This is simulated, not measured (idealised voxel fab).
Name of the process module below: voxel local oxidation
Xsec cut, 295 nm wide, square cell size 5 nm.
Format of a cross-section: grid, square cells. Given as bands. Order: top down. Band: one or more rows of cells.
Heights first: top, then bottom, in nm. Then materials, left to right, each with a width in nm. "full width" on a single material: fills the band edge to edge. "blank": empty space.
Heads up on the height convention: 0 is the point under which the incoming wafer is all one material, and the lowest band has no bottom, it just keeps going down, like "0 and below".
A width given as "30->40" starts at the first number in the band's top row and ends at the second number in its bottom row, shifting by an equal amount at every step from row to row.
"identical to before" for a step: no cell of the cross-section changed in that step.
The entry "Closed cavity list" lists the empty spaces that cover at least 8 cells and have no open path to the top. Each is written as width x height at distance, where the distance is measured from the left edge and all three values are in nm.
That trailing text on a step's line, after the settings, is the simulator's own remark on the step.
overlay nm: for a step with a mask, the amount by which the mask lay right of where it was planned; a negative amount means left of it.
Process steps - plan
1,RECEIVE with material Si
2,CONFORMAL_DEP with material SiO2, thk nm 5
3,CONFORMAL_DEP with material SiN, thk nm 10
4,DIRECTIONAL_DEP with material aC, thk nm 10
5,PATTERN with tone cover, mask id ACTIVE, material resist, width nm 85, pitch nm 135, thk nm 30, overlay nm 0
6,DIRECTIONAL_ETCH with etch materials aC, depth nm 10
7,STRIP with etch materials resist
8,DIRECTIONAL_ETCH with etch materials SiN, depth nm 10
9,STRIP with etch materials aC
10,SELECTIVE_ETCH with etch materials SiO2, depth nm 5
11,OXIDIZE with depth nm 15
12,STRIP with etch materials SiN
Every wafer here starts from the same state; it is the step 5 width nm that distinguishes them, and the value the plan gives belongs to the first wafer.
Cross-section of the first of several wafers on receipt, reflecting completion of step 1
- 0 and below  Si full width
- Closed cavity list: none
Cross-section, first of several wafers, end of module, after last step 12
- 5 down to 0  blank (40); SiO2 (75); blank (60); SiO2 (75); blank (45)
- 0 down to -15  SiO2 (55); Si (45); SiO2 (90); Si (45); SiO2 (60)
- -15 and below  Si full width
- Closed cavity list: none
The final wafer, sectioned at module end
- 5 down to 0  blank (30); SiO2 (100); blank (35); SiO2 (100); blank (30)
- 0 down to -15  SiO2 (45); Si (70); SiO2 (65); Si (70); SiO2 (45)
- -15 and below  Si full width
- Closed cavity list: none
Take any row and you have a wafer at the end of the module: how many cells of each material it has gained (+) or lost (-) since it was received, and then its closed voids
width nm 85 | -123 Si | +153 SiO2 | Closed cavity list: none
width nm 90 | -117 Si | +149 SiO2 | Closed cavity list: none
width nm 95 | -111 Si | +145 SiO2 | Closed cavity list: none
width nm 100 | -105 Si | +141 SiO2 | Closed cavity list: none
width nm 105 | -99 Si | +137 SiO2 | Closed cavity list: none
width nm 110 | -93 Si | +133 SiO2 | Closed cavity list: none
